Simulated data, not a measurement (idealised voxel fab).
Process module, titled voxel released beams
Shown is cross-section cut, with a width of 180 nm and square cells of size 5 nm.
Notation: cross-section as square-cell grid; stated in bands, top first, going down; one or more cell rows per band. Band: top and bottom heights (nm) first, top before bottom; then materials from left to right, widths in nm. "full width" marks a sole material filling the band edge to edge. "empty" denotes empty space. Heights are measured from 0, the level below which the as-received wafer is all one material; the lowest band has no bottom and continues downward, written as in "top 0, no bottom". Width: "30->40" (first number = top row, second number = bottom row, same change from row to row of cells). Where a step carries "nothing changed", the cross-section came out of it unchanged, cell for cell. Voids not open to the top, 8 cells minimum: see "Sealed internal cavities". Written width x height at distance; distance is from the left edge; nm. On a step's line, text after the settings is the simulator commenting on that step. Regarding "overlay nm": on a step with a mask, it is the distance the mask lay to the right of its planned place; a negative value places it to the left. Heads up before you read on: it's before/after pairs around one process step each, after side only down to the lowest band that changed, step plus settings under the pair. Pairs can be from different runs of this module, same starting wafer, so only chain a pair onto the one above if its "Prior to step" entry says so.

### Prior to step
> top 50, bottom 30  40 empty, 40 resist, 100 empty
> top 30, bottom 15  40 empty, 40 aC, 100 empty
> top 15, bottom 5  SiO2 full width
> top 5, bottom 0  SiN full width
> top 0, no bottom  Si full width
> Sealed internal cavities: none

### Post-Step Snapshot
> top 30, bottom 15  40 empty, 40 aC, 100 empty
> Anything lower than 15 is untouched.
> Sealed internal cavities: none
So what happens between those two cross-sections up there? STRIP,etch materials resist

Prior to step: starting point is the after cross-section of the pair just above.

### Post-Step Snapshot
> top 30, bottom 15  40 empty, 40 aC, 100 empty
> top 15, bottom 5  40 empty, 40 SiO2, 100 empty
> Anything lower than 5 is untouched.
> Sealed internal cavities: none
So what happens between those two cross-sections up there? DIRECTIONAL_ETCH,etch materials SiO2,depth nm 10

Prior to step: starting point is the after cross-section of the pair just above.

### Post-Step Snapshot
> top 15, bottom 5  40 empty, 40 SiO2, 100 empty
> Anything lower than 5 is untouched.
> Sealed internal cavities: none
So what happens between those two cross-sections up there? STRIP,etch materials aC

Prior to step: starting point is the after cross-section of the pair just above.

### Post-Step Snapshot
> top 30, bottom 20  25 empty, 70 W, 85 empty
> top 20, bottom 15  W full width
> top 15, bottom 5  40 W, 40 SiO2, 100 W
> Anything lower than 5 is untouched.
> Sealed internal cavities: none
So what happens between those two cross-sections up there? CONFORMAL_DEP,material W,thk nm 15

Prior to step: starting point is the after cross-section of the pair just above.

### Post-Step Snapshot
> top 40, bottom 30  25 empty, 70 aC, 85 empty
> top 30, bottom 20  25 aC, 70 W, 85 aC
> Anything lower than 20 is untouched.
> Sealed internal cavities: none
So what happens between those two cross-sections up there? DIRECTIONAL_DEP,material aC,thk nm 10

Prior to step: starting point is the after cross-section of the pair just above.

### Post-Step Snapshot
> top 65, bottom 40  35 empty, 100 resist, 45 empty
> top 40, bottom 30  25 empty, 70 aC, 40 resist, 45 empty
> Anything lower than 30 is untouched.
> Sealed internal cavities: none
So what happens between those two cross-sections up there? PATTERN,tone cover,mask id BEAM,material resist,width nm 100,thk nm 25,overlay nm 0

Prior to step: starting point is the after cross-section of the pair just above.

### Post-Step Snapshot
> top 55, bottom 40  35 empty, 100 resist, 45 empty
> top 40, bottom 30  35 empty, 60 aC, 40 resist, 45 empty
> top 30, bottom 20  25 empty, 70 W, 40 aC, 45 empty
> Anything lower than 20 is untouched.
> Sealed internal cavities: none
So what happens between those two cross-sections up there? DIRECTIONAL_ETCH,etch materials aC,depth nm 10

Prior to step: starting point is the after cross-section of the pair just above.

### Post-Step Snapshot
> top 40, bottom 30  35 empty, 60 aC, 85 empty
> Anything lower than 30 is untouched.
> Sealed internal cavities: none
So what happens between those two cross-sections up there? STRIP,etch materials resist

Prior to step: starting point is the after cross-section of the pair just above.

### Post-Step Snapshot
> top 40, bottom 30  35 empty, 60 aC, 85 empty
> top 30, bottom 20  35 empty, 60 W, 40 aC, 45 empty
> top 20, bottom 15  35 empty, 100 W, 45 empty
> top 15, bottom 5  25 empty, 15 W, 40 SiO2, 55 W, 45 empty
> Anything lower than 5 is untouched.
> Sealed internal cavities: none
So what happens between those two cross-sections up there? DIRECTIONAL_ETCH,etch materials W,depth nm 15

Prior to step: starting point is the after cross-section of the pair just above.

### Post-Step Snapshot
> top 30, bottom 20  35 empty, 60 W, 85 empty
> Anything lower than 20 is untouched.
> Sealed internal cavities: none
So what happens between those two cross-sections up there? STRIP,etch materials aC
